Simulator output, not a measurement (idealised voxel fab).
Presented below is a process module, voxel gate over fins.
Cross-sectional view cut (width: 210 nm; square cell size: 5 nm).
Just so we're on the same page, the cross-sections are grids of square cells, and they're listed out in bands top to bottom, each band one or more rows deep.
Top, bottom (nm), then materials left to right with widths (nm); lone material tagged "full width" fills the whole band edge to edge; "air" = empty space.
Heights are measured from 0, the level below which the as-received wafer is all one material; the lowest band has no bottom and continues downward, written as in "0 -> down".
The two numbers in a width such as "30..40" mark its ends across the band: the first belongs to the top row of cells, the second to the bottom row, and from each row to the next the width moves by the same amount.
No cell of the cross-section changed in a step that is given as "no alteration".
Listed in "Sealed void list": every empty space of 8 or more cells without an open way to the top. Form: width x height at distance, the distance being from the left edge, all in nm.
Anything after a step's settings on that line? It's the simulator's own note about the step.
For masked steps, "overlay nm" on the step line gives how far right of plan the mask actually lay; a minus sign means it lay to the left.

[Intended process steps]
1) RECEIVE (material Si)
2) CONFORMAL_DEP (material SiN; thk nm 10)
3) DIRECTIONAL_DEP (material aC; thk nm 10)
4) PATTERN (tone cover; mask id FINS; material resist; width nm 15; pitch nm 55; thk nm 30; overlay nm 0)
5) DIRECTIONAL_ETCH (etch materials aC; depth nm 10)
6) STRIP (etch materials resist)
7) DIRECTIONAL_ETCH (etch materials SiN; depth nm 10)
8) DIRECTIONAL_ETCH (etch materials Si; depth nm 35)
9) STRIP (etch materials aC)
10) FILL_DEP (material SiO2; thk nm 15)
11) CMP (height nm 10)
12) DIRECTIONAL_DEP (material aC; thk nm 10)
13) PATTERN (tone open; mask id RAIL; material resist; width nm 15; thk nm 25; overlay nm 0)
14) DIRECTIONAL_ETCH (etch materials aC; depth nm 10)
15) STRIP (etch materials resist)
16) DIRECTIONAL_ETCH (etch materials SiO2; depth nm 40)
17) STRIP (etch materials aC)
18) CONFORMAL_DEP (material TiN; thk nm 5)
19) FILL_DEP (material W; thk nm 10)
20) CMP (height nm 10)
21) SELECTIVE_ETCH (etch materials W Ru TiN; depth nm 30)
22) FILL_DEP (material SiO2; thk nm 5)
23) CMP (height nm 10)
24) SELECTIVE_ETCH (etch materials SiO2; depth nm 20)
25) STRIP (etch materials SiN)
26) CONFORMAL_DEP (material HfO2; thk nm 5)
27) CONFORMAL_DEP (material TiN; thk nm 5)
28) CONFORMAL_DEP (material TiAl; thk nm 5)
29) CONFORMAL_DEP (material TiN; thk nm 5)
30) FILL_DEP (material W; thk nm 15)
31) CMP (height nm 30)
32) CONFORMAL_DEP (material SiCN; thk nm 10)

[First of two wafers, processed according to plan]

[Incoming wafer in cross-section (state: after step 1)]
    0 -> down = Si full width
    Sealed void list: none

[Cross-sectional representation of the wafer at the conclusion of step 2]
    10 -> 0 = SiN full width
    Below 0, no change.

[Cross-sectional representation of the wafer at the conclusion of step 3]
    20 -> 10 = aC full width
    Below 10, no change.

[Cross-sectional representation of the wafer at the conclusion of step 4]
    50 -> 20 = air 40, then resist 15, then air 40, then resist 15, then air 40, then resist 15, then air 45
    Below 20, no change.

[Cross-sectional representation of the wafer at the conclusion of step 5]
    40 -> 20 = air 40, then resist 15, then air 40, then resist 15, then air 40, then resist 15, then air 45
    20 -> 10 = air 40, then aC 15, then air 40, then aC 15, then air 40, then aC 15, then air 45
    Below 10, no change.

[Cross-sectional representation of the wafer at the conclusion of step 6]
    20 -> 10 = air 40, then aC 15, then air 40, then aC 15, then air 40, then aC 15, then air 45
    Below 10, no change.

[Cross-sectional representation of the wafer at the conclusion of step 7]
    20 -> 10 = air 40, then aC 15, then air 40, then aC 15, then air 40, then aC 15, then air 45
    10 -> 0 = air 40, then SiN 15, then air 40, then SiN 15, then air 40, then SiN 15, then air 45
    Below 0, no change.

[Cross-sectional representation of the wafer at the conclusion of step 8]
    20 -> 10 = air 40, then aC 15, then air 40, then aC 15, then air 40, then aC 15, then air 45
    10 -> 0 = air 40, then SiN 15, then air 40, then SiN 15, then air 40, then SiN 15, then air 45
    0 -> -35 = air 40, then Si 15, then air 40, then Si 15, then air 40, then Si 15, then air 45
    Below -35, no change.

[Cross-sectional representation of the wafer at the conclusion of step 9]
    10 -> 0 = air 40, then SiN 15, then air 40, then SiN 15, then air 40, then SiN 15, then air 45
    Below 0, no change.

[Cross-sectional representation of the wafer at the conclusion of step 10]
    25 -> 10 = SiO2 full width
    10 -> 0 = SiO2 40, then SiN 15, then SiO2 40, then SiN 15, then SiO2 40, then SiN 15, then SiO2 45
    0 -> -35 = SiO2 40, then Si 15, then SiO2 40, then Si 15, then SiO2 40, then Si 15, then SiO2 45
    Below -35, no change.

[Cross-sectional representation of the wafer at the conclusion of step 11]
    10 -> 0 = SiO2 40, then SiN 15, then SiO2 40, then SiN 15, then SiO2 40, then SiN 15, then SiO2 45
    Below 0, no change.

[Cross-sectional representation of the wafer at the conclusion of step 12]
    20 -> 10 = aC full width
    Below 10, no change.

[Cross-sectional representation of the wafer at the conclusion of step 13]
    45 -> 20 = resist 65, then air 15, then resist 130
    Below 20, no change.

[Cross-sectional representation of the wafer at the conclusion of step 14]
    35 -> 20 = resist 65, then air 15, then resist 130
    20 -> 10 = aC 65, then air 15, then aC 130
    Below 10, no change.

[Cross-sectional representation of the wafer at the conclusion of step 15]
    20 -> 10 = aC 65, then air 15, then aC 130
    Below 10, no change.

[Cross-sectional representation of the wafer at the conclusion of step 16]
    20 -> 10 = aC 65, then air 15, then aC 130
    10 -> 0 = SiO2 40, then SiN 15, then SiO2 10, then air 15, then SiO2 15, then SiN 15, then SiO2 40, then SiN 15, then SiO2 45
    0 -> -30 = SiO2 40, then Si 15, then SiO2 10, then air 15, then SiO2 15, then Si 15, then SiO2 40, then Si 15, then SiO2 45
    Below -30, no change.

[Cross-sectional representation of the wafer at the conclusion of step 17]
    10 -> 0 = SiO2 40, then SiN 15, then SiO2 10, then air 15, then SiO2 15, then SiN 15, then SiO2 40, then SiN 15, then SiO2 45
    Below 0, no change.

[Cross-sectional representation of the wafer at the conclusion of step 18]
    15 -> 10 = TiN 70, then air 5, then TiN 135
    10 -> 0 = SiO2 40, then SiN 15, then SiO2 10, then TiN 5, then air 5, then TiN 5, then SiO2 15, then SiN 15, then SiO2 40, then SiN 15, then SiO2 45
    0 -> -25 = SiO2 40, then Si 15, then SiO2 10, then TiN 5, then air 5, then TiN 5, then SiO2 15, then Si 15, then SiO2 40, then Si 15, then SiO2 45
    -25 -> -30 = SiO2 40, then Si 15, then SiO2 10, then TiN 15, then SiO2 15, then Si 15, then SiO2 40, then Si 15, then SiO2 45
    Below -30, no change.

[Cross-sectional representation of the wafer at the conclusion of step 19]
    25 -> 15 = W full width
    15 -> 10 = TiN 70, then W 5, then TiN 135
    10 -> 0 = SiO2 40, then SiN 15, then SiO2 10, then TiN 5, then W 5, then TiN 5, then SiO2 15, then SiN 15, then SiO2 40, then SiN 15, then SiO2 45
    0 -> -25 = SiO2 40, then Si 15, then SiO2 10, then TiN 5, then W 5, then TiN 5, then SiO2 15, then Si 15, then SiO2 40, then Si 15, then SiO2 45
    Below -25, no change.

[Cross-sectional representation of the wafer at the conclusion of step 20]
    10 -> 0 = SiO2 40, then SiN 15, then SiO2 10, then TiN 5, then W 5, then TiN 5, then SiO2 15, then SiN 15, then SiO2 40, then SiN 15, then SiO2 45
    Below 0, no change.

[Cross-sectional representation of the wafer at the conclusion of step 21]
    10 -> 0 = SiO2 40, then SiN 15, then SiO2 10, then air 15, then SiO2 15, then SiN 15, then SiO2 40, then SiN 15, then SiO2 45
    0 -> -20 = SiO2 40, then Si 15, then SiO2 10, then air 15, then SiO2 15, then Si 15, then SiO2 40, then Si 15, then SiO2 45
    Below -20, no change.

[Cross-sectional representation of the wafer at the conclusion of step 22]
    15 -> 10 = SiO2 full width
    10 -> 0 = SiO2 40, then SiN 15, then SiO2 40, then SiN 15, then SiO2 40, then SiN 15, then SiO2 45
    0 -> -20 = SiO2 40, then Si 15, then SiO2 40, then Si 15, then SiO2 40, then Si 15, then SiO2 45
    Below -20, no change.

[Cross-sectional representation of the wafer at the conclusion of step 23]
    10 -> 0 = SiO2 40, then SiN 15, then SiO2 40, then SiN 15, then SiO2 40, then SiN 15, then SiO2 45
    Below 0, no change.

[Cross-sectional representation of the wafer at the conclusion of step 24]
    10 -> 0 = air 40, then SiN 15, then air 40, then SiN 15, then air 40, then SiN 15, then air 45
    0 -> -10 = air 40, then Si 15, then air 40, then Si 15, then air 40, then Si 15, then air 45
    Below -10, no change.

[Cross-sectional representation of the wafer at the conclusion of step 25]
    0 -> -10 = air 40, then Si 15, then air 40, then Si 15, then air 40, then Si 15, then air 45
    Below -10, no change.

[Cross-sectional representation of the wafer at the conclusion of step 26]
    5 -> 0 = air 35, then HfO2 25, then air 30, then HfO2 25, then air 30, then HfO2 25, then air 40
    0 -> -5 = air 35, then HfO2 5, then Si 15, then HfO2 5, then air 30, then HfO2 5, then Si 15, then HfO2 5, then air 30, then HfO2 5, then Si 15, then HfO2 5, then air 40
    -5 -> -10 = HfO2 40, then Si 15, then HfO2 40, then Si 15, then HfO2 40, then Si 15, then HfO2 45
    Below -10, no change.

[Cross-sectional representation of the wafer at the conclusion of step 27]
    10 -> 5 = air 30, then TiN 35, then air 20, then TiN 35, then air 20, then TiN 35, then air 35
    5 -> 0 = air 30, then TiN 5, then HfO2 25, then TiN 5, then air 20, then TiN 5, then HfO2 25, then TiN 5, then air 20, then TiN 5, then HfO2 25, then TiN 5, then air 35
    0 -> -5 = TiN 35, then HfO2 5, then Si 15, then HfO2 5, then TiN 30, then HfO2 5, then Si 15, then HfO2 5, then TiN 30, then HfO2 5, then Si 15, then HfO2 5, then TiN 40
    Below -5, no change.

[Cross-sectional representation of the wafer at the conclusion of step 28]
    15 -> 10 = air 25, then TiAl 45, then air 10, then TiAl 45, then air 10, then TiAl 45, then air 30
    10 -> 5 = air 25, then TiAl 5, then TiN 35, then TiAl 5, then air 10, then TiAl 5, then TiN 35, then TiAl 5, then air 10, then TiAl 5, then TiN 35, then TiAl 5, then air 30
    5 -> 0 = TiAl 30, then TiN 5, then HfO2 25, then TiN 5, then TiAl 20, then TiN 5, then HfO2 25, then TiN 5, then TiAl 20, then TiN 5, then HfO2 25, then TiN 5, then TiAl 35
    Below 0, no change.

[Cross-sectional representation of the wafer at the conclusion of step 29]
    20 -> 15 = air 20, then TiN 165, then air 25
    15 -> 10 = air 20, then TiN 5, then TiAl 45, then TiN 10, then TiAl 45, then TiN 10, then TiAl 45, then TiN 5, then air 25
    10 -> 5 = TiN 25, then TiAl 5, then TiN 35, then TiAl 5, then TiN 10, then TiAl 5, then TiN 35, then TiAl 5, then TiN 10, then TiAl 5, then TiN 35, then TiAl 5, then TiN 30
    Below 5, no change.

[Cross-sectional representation of the wafer at the conclusion of step 30]
    35 -> 20 = W full width
    20 -> 15 = W 20, then TiN 165, then W 25
    15 -> 10 = W 20, then TiN 5, then TiAl 45, then TiN 10, then TiAl 45, then TiN 10, then TiAl 45, then TiN 5, then W 25
    Below 10, no change.

[Cross-sectional representation of the wafer at the conclusion of step 31]
    30 -> 20 = W full width
    Below 20, no change.

[Cross-sectional representation of the wafer at the conclusion of step 32]
    40 -> 30 = SiCN full width
    Below 30, no change.

[Here the second wafer is described. Its start and its plan were those of the first wafer. Its run contained one mistake. Up to and including step 3, it did exactly what the first wafer did]

[Cross-section, second wafer, at the end time the plan gives for step 4]
    50 -> 20 = air 35, then resist 15, then air 40, then resist 15, then air 40, then resist 15, then air 50
    Below 20, no change.

[Cross-section, second wafer, at the end time the plan gives for step 5]
    40 -> 20 = air 35, then resist 15, then air 40, then resist 15, then air 40, then resist 15, then air 50
    20 -> 10 = air 35, then aC 15, then air 40, then aC 15, then air 40, then aC 15, then air 50
    Below 10, no change.

[Cross-section, second wafer, at the end time the plan gives for step 6]
    20 -> 10 = air 35, then aC 15, then air 40, then aC 15, then air 40, then aC 15, then air 50
    Below 10, no change.

[Cross-section, second wafer, at the end time the plan gives for step 7]
    20 -> 10 = air 35, then aC 15, then air 40, then aC 15, then air 40, then aC 15, then air 50
    10 -> 0 = air 35, then SiN 15, then air 40, then SiN 15, then air 40, then SiN 15, then air 50
    Below 0, no change.

[Cross-section, second wafer, at the end time the plan gives for step 8]
    20 -> 10 = air 35, then aC 15, then air 40, then aC 15, then air 40, then aC 15, then air 50
    10 -> 0 = air 35, then SiN 15, then air 40, then SiN 15, then air 40, then SiN 15, then air 50
    0 -> -35 = air 35, then Si 15, then air 40, then Si 15, then air 40, then Si 15, then air 50
    Below -35, no change.

[Cross-section, second wafer, at the end time the plan gives for step 9]
    10 -> 0 = air 35, then SiN 15, then air 40, then SiN 15, then air 40, then SiN 15, then air 50
    Below 0, no change.

[Cross-section, second wafer, at the end time the plan gives for step 10]
    25 -> 10 = SiO2 full width
    10 -> 0 = SiO2 35, then SiN 15, then SiO2 40, then SiN 15, then SiO2 40, then SiN 15, then SiO2 50
    0 -> -35 = SiO2 35, then Si 15, then SiO2 40, then Si 15, then SiO2 40, then Si 15, then SiO2 50
    Below -35, no change.

[Cross-section, second wafer, at the end time the plan gives for step 11]
    10 -> 0 = SiO2 35, then SiN 15, then SiO2 40, then SiN 15, then SiO2 40, then SiN 15, then SiO2 50
    Below 0, no change.

[Cross-section, second wafer, at the end time the plan gives for step 12]
    20 -> 10 = aC full width
    Below 10, no change.

[Cross-section, second wafer, at the end time the plan gives for step 13]
    45 -> 20 = resist 65, then air 15, then resist 130
    Below 20, no change.

[Cross-section, second wafer, at the end time the plan gives for step 14]
    35 -> 20 = resist 65, then air 15, then resist 130
    20 -> 10 = aC 65, then air 15, then aC 130
    Below 10, no change.

[Cross-section, second wafer, at the end time the plan gives for step 15]
    20 -> 10 = aC 65, then air 15, then aC 130
    Below 10, no change.

[Cross-section, second wafer, at the end time the plan gives for step 16]
    20 -> 10 = aC 65, then air 15, then aC 130
    10 -> 0 = SiO2 35, then SiN 15, then SiO2 15, then air 15, then SiO2 10, then SiN 15, then SiO2 40, then SiN 15, then SiO2 50
    0 -> -30 = SiO2 35, then Si 15, then SiO2 15, then air 15, then SiO2 10, then Si 15, then SiO2 40, then Si 15, then SiO2 50
    Below -30, no change.

[Cross-section, second wafer, at the end time the plan gives for step 17]
    10 -> 0 = SiO2 35, then SiN 15, then SiO2 15, then air 15, then SiO2 10, then SiN 15, then SiO2 40, then SiN 15, then SiO2 50
    Below 0, no change.

[Cross-section, second wafer, at the end time the plan gives for step 18]
    15 -> 10 = TiN 70, then air 5, then TiN 135
    10 -> 0 = SiO2 35, then SiN 15, then SiO2 15, then TiN 5, then air 5, then TiN 5, then SiO2 10, then SiN 15, then SiO2 40, then SiN 15, then SiO2 50
    0 -> -25 = SiO2 35, then Si 15, then SiO2 15, then TiN 5, then air 5, then TiN 5, then SiO2 10, then Si 15, then SiO2 40, then Si 15, then SiO2 50
    -25 -> -30 = SiO2 35, then Si 15, then SiO2 15, then TiN 15, then SiO2 10, then Si 15, then SiO2 40, then Si 15, then SiO2 50
    Below -30, no change.

[Cross-section, second wafer, at the end time the plan gives for step 19]
    25 -> 15 = W full width
    15 -> 10 = TiN 70, then W 5, then TiN 135
    10 -> 0 = SiO2 35, then SiN 15, then SiO2 15, then TiN 5, then W 5, then TiN 5, then SiO2 10, then SiN 15, then SiO2 40, then SiN 15, then SiO2 50
    0 -> -25 = SiO2 35, then Si 15, then SiO2 15, then TiN 5, then W 5, then TiN 5, then SiO2 10, then Si 15, then SiO2 40, then Si 15, then SiO2 50
    Below -25, no change.

[Cross-section, second wafer, at the end time the plan gives for step 20]
    10 -> 0 = SiO2 35, then SiN 15, then SiO2 15, then TiN 5, then W 5, then TiN 5, then SiO2 10, then SiN 15, then SiO2 40, then SiN 15, then SiO2 50
    Below 0, no change.

[Cross-section, second wafer, at the end time the plan gives for step 21]
    10 -> 0 = SiO2 35, then SiN 15, then SiO2 15, then air 15, then SiO2 10, then SiN 15, then SiO2 40, then SiN 15, then SiO2 50
    0 -> -20 = SiO2 35, then Si 15, then SiO2 15, then air 15, then SiO2 10, then Si 15, then SiO2 40, then Si 15, then SiO2 50
    Below -20, no change.

[Cross-section, second wafer, at the end time the plan gives for step 22]
    15 -> 10 = SiO2 full width
    10 -> 0 = SiO2 35, then SiN 15, then SiO2 40, then SiN 15, then SiO2 40, then SiN 15, then SiO2 50
    0 -> -20 = SiO2 35, then Si 15, then SiO2 40, then Si 15, then SiO2 40, then Si 15, then SiO2 50
    Below -20, no change.

[Cross-section, second wafer, at the end time the plan gives for step 23]
    10 -> 0 = SiO2 35, then SiN 15, then SiO2 40, then SiN 15, then SiO2 40, then SiN 15, then SiO2 50
    Below 0, no change.

[Cross-section, second wafer, at the end time the plan gives for step 24]
    10 -> 0 = air 35, then SiN 15, then air 40, then SiN 15, then air 40, then SiN 15, then air 50
    0 -> -10 = air 35, then Si 15, then air 40, then Si 15, then air 40, then Si 15, then air 50
    Below -10, no change.

[Cross-section, second wafer, at the end time the plan gives for step 25]
    0 -> -10 = air 35, then Si 15, then air 40, then Si 15, then air 40, then Si 15, then air 50
    Below -10, no change.

[Cross-section, second wafer, at the end time the plan gives for step 26]
    5 -> 0 = air 30, then HfO2 25, then air 30, then HfO2 25, then air 30, then HfO2 25, then air 45
    0 -> -5 = air 30, then HfO2 5, then Si 15, then HfO2 5, then air 30, then HfO2 5, then Si 15, then HfO2 5, then air 30, then HfO2 5, then Si 15, then HfO2 5, then air 45
    -5 -> -10 = HfO2 35, then Si 15, then HfO2 40, then Si 15, then HfO2 40, then Si 15, then HfO2 50
    Below -10, no change.

[Cross-section, second wafer, at the end time the plan gives for step 27]
    10 -> 5 = air 25, then TiN 35, then air 20, then TiN 35, then air 20, then TiN 35, then air 40
    5 -> 0 = air 25, then TiN 5, then HfO2 25, then TiN 5, then air 20, then TiN 5, then HfO2 25, then TiN 5, then air 20, then TiN 5, then HfO2 25, then TiN 5, then air 40
    0 -> -5 = TiN 30, then HfO2 5, then Si 15, then HfO2 5, then TiN 30, then HfO2 5, then Si 15, then HfO2 5, then TiN 30, then HfO2 5, then Si 15, then HfO2 5, then TiN 45
    Below -5, no change.

[Cross-section, second wafer, at the end time the plan gives for step 28]
    15 -> 10 = air 20, then TiAl 45, then air 10, then TiAl 45, then air 10, then TiAl 45, then air 35
    10 -> 5 = air 20, then TiAl 5, then TiN 35, then TiAl 5, then air 10, then TiAl 5, then TiN 35, then TiAl 5, then air 10, then TiAl 5, then TiN 35, then TiAl 5, then air 35
    5 -> 0 = TiAl 25, then TiN 5, then HfO2 25, then TiN 5, then TiAl 20, then TiN 5, then HfO2 25, then TiN 5, then TiAl 20, then TiN 5, then HfO2 25, then TiN 5, then TiAl 40
    Below 0, no change.

[Cross-section, second wafer, at the end time the plan gives for step 29]
    20 -> 15 = air 15, then TiN 165, then air 30
    15 -> 10 = air 15, then TiN 5, then TiAl 45, then TiN 10, then TiAl 45, then TiN 10, then TiAl 45, then TiN 5, then air 30
    10 -> 5 = TiN 20, then TiAl 5, then TiN 35, then TiAl 5, then TiN 10, then TiAl 5, then TiN 35, then TiAl 5, then TiN 10, then TiAl 5, then TiN 35, then TiAl 5, then TiN 35
    Below 5, no change.

[Cross-section, second wafer, at the end time the plan gives for step 30]
    35 -> 20 = W full width
    20 -> 15 = W 15, then TiN 165, then W 30
    15 -> 10 = W 15, then TiN 5, then TiAl 45, then TiN 10, then TiAl 45, then TiN 10, then TiAl 45, then TiN 5, then W 30
    Below 10, no change.

[Cross-section, second wafer, at the end time the plan gives for step 31]
    30 -> 20 = W full width
    Below 20, no change.

[Cross-section, second wafer, at the end time the plan gives for step 32]
    40 -> 30 = SiCN full width
    Below 30, no change.
The mistake made against the process plan was this: contrary to plan, step 4 was performed as PATTERN (tone cover; mask id FINS; material resist; width nm 15; pitch nm 55; thk nm 30; overlay nm -5)
At the end, the second wafer has the same number of cells of each material as the first, but those cells sit in other places.
